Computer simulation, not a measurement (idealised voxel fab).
Process module, titled voxel capacitor over wiring
Each square cell in cross-section cut measures 5 nm, and the section as a whole is 265 nm wide.
Cross-section = grid of square cells, listed top down in bands; band = one or more rows.
Band entry format. Leading values: height of top, height of bottom, nm. Remainder: materials in left-to-right order, each with its width in nm. Special words: "all across" on a single material, which then fills the band edge to edge; "air", empty space.
Heights from 0 (as-received wafer is one material below). Bottom band endless downward, as "0 down".
Width "30->40": first value at the band's top row of cells, second value at its bottom row, equal change from row to row.
Take "no modifications" at face value: in the step it is given for, the cross-section changed in none of its cells.
What "Voids, fully enclosed" gives you is every empty space of 8 cells or more that is cut off from the top. Each appears as width x height at distance, with the distance taken from the left edge and width, height and distance all in nm.
Read whatever lies past the settings on a step's line as the simulator's own remark about the step.
The optional step-line setting "overlay nm" applies to steps with a mask and quantifies how far to the right of its planned location the mask lay, a negative value indicating leftward placement.

[The steps planned for the process are as follows]
step 1: RECEIVE (material Si)
step 2: CONFORMAL_DEP (material SiO2; thk nm 15)
step 3: CONFORMAL_DEP (material SiN; thk nm 5)
step 4: DIRECTIONAL_DEP (material SiO2; thk nm 20)
step 5: PATTERN (tone open; mask id METAL_1; material resist; width nm 30; pitch nm 80; thk nm 15; overlay nm -15)
step 6: DIRECTIONAL_ETCH (etch materials SiO2; depth nm 20)
step 7: DIRECTIONAL_ETCH (etch materials SiN; depth nm 5)
step 8: STRIP (etch materials resist)
step 9: CONFORMAL_DEP (material TiN; thk nm 5)
step 10: FILL_DEP (material Ru; thk nm 5)
step 11: CMP (height nm 40)
step 12: EPI (material Ru; thk nm 5)
step 13: FILL_DEP (material SiCN; thk nm 5)
step 14: DIRECTIONAL_DEP (material SiO2; thk nm 20)
step 15: MASKED_ETCH (tone open; mask id PLUG_1; width nm 15; etch materials SiO2; depth nm 20; overlay nm 0)
step 16: MASKED_ETCH (tone open; mask id PLUG_1; width nm 15; etch materials SiCN; depth nm 5; overlay nm 0)
step 17: EPI (material Ru; thk nm 10)
step 18: EPI (material Ru; thk nm 10)
step 19: EPI (material Ru; thk nm 5)
step 20: DIRECTIONAL_DEP (material TiN; thk nm 10)
step 21: DIRECTIONAL_DEP (material Al2O3; thk nm 5)
step 22: DIRECTIONAL_DEP (material TiN; thk nm 10)
step 23: DIRECTIONAL_DEP (material aC; thk nm 15)
step 24: PATTERN (tone cover; mask id UPPER_PLATE; material resist; width nm 55; thk nm 30; overlay nm 0)
step 25: DIRECTIONAL_ETCH (etch materials aC; depth nm 15)
step 26: STRIP (etch materials resist)
step 27: DIRECTIONAL_ETCH (etch materials TiN; depth nm 10)
step 28: DIRECTIONAL_ETCH (etch materials Al2O3; depth nm 5)
step 29: STRIP (etch materials aC)
step 30: MASKED_ETCH (tone cover; mask id LOWER_PLATE; width nm 65; etch materials TiN; depth nm 10; overlay nm 0)
step 31: FILL_DEP (material SiO2; thk nm 15)
step 32: CMP (height nm 105)
step 33: DIRECTIONAL_DEP (material aC; thk nm 10)
step 34: PATTERN (tone open; mask id PLUG_2; material resist; width nm 15; thk nm 30; overlay nm 0)
step 35: DIRECTIONAL_ETCH (etch materials aC; depth nm 10)
step 36: STRIP (etch materials resist)
step 37: DIRECTIONAL_ETCH (etch materials SiO2; depth nm 10)
step 38: STRIP (etch materials aC)
step 39: CONFORMAL_DEP (material TiN; thk nm 5)
step 40: FILL_DEP (material Cu; thk nm 5)
step 41: CMP (height nm 105)
step 42: CONFORMAL_DEP (material SiCN; thk nm 5)
Quick note for whoever runs this: the wafers start identical, but the overlay nm at step 5 isn't the same across them. The plan just shows what the first wafer had.

[After step 1, as received: first of several wafers, cross-section]
	0 down  Si all across
	Voids, fully enclosed: none

[Module finished, last step 42 done: cross-section of the first of several wafers]
	110 to 105  SiCN all across
	105 to 100  SiO2 (100), then TiN (5), then Cu (5), then TiN (5), then SiO2 (150)
	100 to 95  SiO2 (100), then TiN (15), then SiO2 (150)
	95 to 85  SiO2 (90), then TiN (55), then SiO2 (120)
	85 to 80  SiO2 (90), then Al2O3 (55), then SiO2 (120)
	80 to 70  SiO2 (85), then TiN (65), then SiO2 (115)
	70 to 50  SiO2 (90), then Ru (15), then SiO2 (160)
	50 to 45  SiCN (90), then Ru (15), then SiCN (160)
	45 to 40  SiCN (55), then Ru (40), then SiCN (40), then Ru (40), then SiCN (90)
	40 to 20  SiO2 (60), then TiN (5), then Ru (20), then TiN (5), then SiO2 (50), then TiN (5), then Ru (20), then TiN (5), then SiO2 (95)
	20 to 15  SiN (60), then TiN (30), then SiN (50), then TiN (30), then SiN (95)
	15 to 0  SiO2 all across
	0 down  Si all across
	Voids, fully enclosed: none

[Cross-section of the final wafer among several, taken at the end of the module]
	110 to 105  SiCN all across
	105 to 100  SiO2 (100), then TiN (5), then Cu (5), then TiN (5), then SiO2 (150)
	100 to 95  SiO2 (100), then TiN (15), then SiO2 (150)
	95 to 85  SiO2 (90), then TiN (55), then SiO2 (120)
	85 to 80  SiO2 (90), then Al2O3 (55), then SiO2 (120)
	80 to 70  SiO2 (85), then TiN (65), then SiO2 (115)
	70 to 50  SiO2 (90), then Ru (15), then SiO2 (160)
	50 to 45  SiCN (90), then Ru (15), then SiCN (160)
	45 to 40  SiCN (85), then Ru (40), then SiCN (40), then Ru (40), then SiCN (60)
	40 to 20  SiO2 (90), then TiN (5), then Ru (20), then TiN (5), then SiO2 (50), then TiN (5), then Ru (20), then TiN (5), then SiO2 (65)
	20 to 15  SiN (90), then TiN (30), then SiN (50), then TiN (30), then SiN (65)
	15 to 0  SiO2 all across
	0 down  Si all across
	Voids, fully enclosed: none

[Wafer rows, end of module: cells per material gained (+) or lost (-) since receipt; closed voids last]
overlay nm -15, +11 Al2O3, +1 Cu, +63 Ru, +140 SiCN, +41 SiN, +829 SiO2, +81 TiN, Voids, fully enclosed: none
overlay nm -10, +11 Al2O3, +1 Cu, +63 Ru, +140 SiCN, +41 SiN, +829 SiO2, +81 TiN, Voids, fully enclosed: none
overlay nm -5, +11 Al2O3, +1 Cu, +63 Ru, +140 SiCN, +41 SiN, +829 SiO2, +81 TiN, Voids, fully enclosed: none
overlay nm 0, +11 Al2O3, +1 Cu, +63 Ru, +140 SiCN, +41 SiN, +829 SiO2, +81 TiN, Voids, fully enclosed: none
overlay nm 5, +11 Al2O3, +1 Cu, +63 Ru, +140 SiCN, +41 SiN, +829 SiO2, +81 TiN, Voids, fully enclosed: none
overlay nm 10, +11 Al2O3, +1 Cu, +63 Ru, +140 SiCN, +41 SiN, +829 SiO2, +81 TiN, Voids, fully enclosed: none
overlay nm 15, +11 Al2O3, +1 Cu, +63 Ru, +140 SiCN, +41 SiN, +829 SiO2, +81 TiN, Voids, fully enclosed: none
